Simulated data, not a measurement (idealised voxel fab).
process module | voxel tone inversion
cross-section cut | 250 nm wide | cells 5 nm
A cross-section is a grid of square cells, given in bands from the top down. A band is one or more rows of cells.
Each band's line starts with the height of the band's top and of its bottom, in nm. Then come its materials from left to right, each with its width in nm. One material with "throughout" fills the band from edge to edge. "air" is empty space.
Height 0 is the level under which the wafer as received is all one material. The lowest band goes on downwards, as in "0 down".
A width such as "30 to 40" changes by the same amount from each row of cells to the next, from the band's top row to its bottom row.
"no change" after a step means that no cell of the cross-section changed.
closed voids: empty space of 8 cells or more with no open way to the top, each as width x height at its distance from the left edge, in nm
after a step's settings: what the simulator itself notes on the step
overlay nm, on a step with a mask: how far to the right of its planned place the mask lay; to the left if negative
plan
1 op RECEIVE | material Si
2 op CONFORMAL_DEP | material SiCN | thk nm 5
3 op DIRECTIONAL_DEP | material polySi | thk nm 20
4 op PATTERN | tone cover | mask id POSTS | material resist | width nm 25 | pitch nm 50 | thk nm 25 | overlay nm 0
5 op DIRECTIONAL_ETCH | etch materials polySi | depth nm 20
6 op STRIP | etch materials resist
7 op FILL_DEP | material lowk | thk nm 5
8 op CMP | height nm 25
9 op STRIP | etch materials polySi
10 op CONFORMAL_DEP | material TiN | thk nm 5
11 op FILL_DEP | material Ru | thk nm 5
12 op CMP | height nm 25
13 op CONFORMAL_DEP | material SiCN | thk nm 5
as received, after step 1
  0 down: Si throughout
  closed voids: none
first wafer at the end, as planned
  30 to 25: SiCN throughout
  25 to 10: lowk 85 | TiN 5 | Ru 15 | TiN 5 | lowk 25 | TiN 5 | Ru 15 | TiN 5 | lowk 90
  10 to 5: lowk 85 | TiN 25 | lowk 25 | TiN 25 | lowk 90
  5 to 0: SiCN throughout
  0 down: Si throughout
  closed voids: none
second wafer at the end: like start, like plan, one mistake
  30 to 25: SiCN throughout
  25 to 10: Ru 80 | TiN 5 | lowk 25 | TiN 5 | Ru 15 | TiN 5 | lowk 25 | TiN 5 | Ru 85
  10 to 5: TiN 85 | lowk 25 | TiN 25 | lowk 25 | TiN 90
  5 to 0: SiCN throughout
  0 down: Si throughout
  closed voids: none
what went wrong: step 4 ran as: op PATTERN | tone open | mask id POSTS | material resist | width nm 25 | pitch nm 50 | thk nm 25 | overlay nm 0
at the end the second wafer has, in cells: 90 more of Ru | 30 more of TiN | 120 fewer of lowk
